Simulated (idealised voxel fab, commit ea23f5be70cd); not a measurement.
voxel air gaps: a process module
FYI the section here is cut, 295 nm wide, cells are 5 nm squares.
This document writes a cross-section as a grid whose cells are square, and gives it as bands, listed from the top down; one or more rows of cells form a band.
Look at the band entry: it leads with the top's height and the bottom's height in nm. Then it lists the materials left to right, with a width in nm for each. The word "everywhere" on a single material says that material fills the band edge to edge. The word "blank" is empty space.
We count height from 0. Below that, the starting wafer is all one material. The lowest band never ends at the bottom but goes on down; see "0 -> down" for how that is written.
Think of "30->40" as a width that walks from the first number to the second as you go down the band, top row to bottom row, taking equal-sized steps from row to row.
Take "remained unchanged" at face value: in the step it is given for, the cross-section changed in none of its cells.
The list in "Enclosed empty spaces" covers empty spaces of 8 cells or more that cannot reach the top through any open way, and it gives each as width x height at distance; the distance is from the left edge, and width, height and distance are in nm.
The remark found on a step's line after its settings is issued by the simulator itself and pertains to that step.
Steps that use a mask can have "overlay nm" on their line. It says how far the mask sat to the right of where it was meant to be. Negative means to the left.

Here's what the planned process steps look like:
| 1 | RECEIVE with material Si |
| 2 | CONFORMAL_DEP with material SiO2, thk nm 15 |
| 3 | CONFORMAL_DEP with material SiCN, thk nm 5 |
| 4 | DIRECTIONAL_DEP with material SiO2, thk nm 40 |
| 5 | DIRECTIONAL_DEP with material aC, thk nm 10 |
| 6 | PATTERN with tone open, mask id LINES, material resist, width nm 15, pitch nm 45, thk nm 30, overlay nm 0 |
| 7 | DIRECTIONAL_ETCH with etch materials aC, depth nm 10 |
| 8 | STRIP with etch materials resist |
| 9 | DIRECTIONAL_ETCH with etch materials SiO2, depth nm 40 |
| 10 | STRIP with etch materials aC |
| 11 | CONFORMAL_DEP with material TiN, thk nm 5 |
| 12 | FILL_DEP with material W, thk nm 5 |
| 13 | CMP with height nm 60 |
| 14 | EPI with material Ru, thk nm 10 |
| 15 | SELECTIVE_ETCH with etch materials SiO2, depth nm 50 |
| 16 | CONFORMAL_DEP with material SiCN, thk nm 5 |

Cross-section, incoming material, after step 1:
- 0 -> down: Si everywhere
- Enclosed empty spaces: none

Cross-sectional image of the first of two wafers at the end of the module, the run having proceeded as planned:
- 75 -> 70: blank (80), then SiCN (135), then blank (80)
- 70 -> 60: blank (80), then SiCN (5), then Ru (35), then SiCN (10), then Ru (35), then SiCN (10), then Ru (35), then SiCN (5), then blank (80)
- 60 -> 55: blank (80), then SiCN (15), then TiN (5), then W (5), then TiN (5), then SiCN (30), then TiN (5), then W (5), then TiN (5), then SiCN (30), then TiN (5), then W (5), then TiN (5), then SiCN (15), then blank (80)
- 55 -> 25: blank (90), then SiCN (5), then TiN (5), then W (5), then TiN (5), then SiCN (5), then blank (20), then SiCN (5), then TiN (5), then W (5), then TiN (5), then SiCN (5), then blank (20), then SiCN (5), then TiN (5), then W (5), then TiN (5), then SiCN (5), then blank (90)
- 25 -> 20: SiCN (95), then TiN (15), then SiCN (30), then TiN (15), then SiCN (30), then TiN (15), then SiCN (95)
- 20 -> 15: SiCN everywhere
- 15 -> 0: SiO2 everywhere
- 0 -> down: Si everywhere
- Enclosed empty spaces: 20 x 30 at 115; 20 x 30 at 160

This is the second of the two wafers, cross-sectioned at the end of the module; it started exactly like the first and was given the same plan, but it was run with one mistake:
- 75 -> 70: blank (70), then SiCN (135), then blank (90)
- 70 -> 60: blank (70), then SiCN (5), then Ru (35), then SiCN (10), then Ru (35), then SiCN (10), then Ru (35), then SiCN (5), then blank (90)
- 60 -> 55: blank (70), then SiCN (15), then TiN (5), then W (5), then TiN (5), then SiCN (30), then TiN (5), then W (5), then TiN (5), then SiCN (30), then TiN (5), then W (5), then TiN (5), then SiCN (15), then blank (90)
- 55 -> 25: blank (80), then SiCN (5), then TiN (5), then W (5), then TiN (5), then SiCN (5), then blank (20), then SiCN (5), then TiN (5), then W (5), then TiN (5), then SiCN (5), then blank (20), then SiCN (5), then TiN (5), then W (5), then TiN (5), then SiCN (5), then blank (100)
- 25 -> 20: SiCN (85), then TiN (15), then SiCN (30), then TiN (15), then SiCN (30), then TiN (15), then SiCN (105)
- 20 -> 15: SiCN everywhere
- 15 -> 0: SiO2 everywhere
- 0 -> down: Si everywhere
- Enclosed empty spaces: 20 x 30 at 105; 20 x 30 at 150
Deviation noted in wafer processing: for step 6, the planned setting was not used; the step was instead run as PATTERN with tone open, mask id LINES, material resist, width nm 15, pitch nm 45, thk nm 30, overlay nm -10
If you tally the cells, the second wafer ends up with the same amount of every material as the first; it's all just sitting in different places.
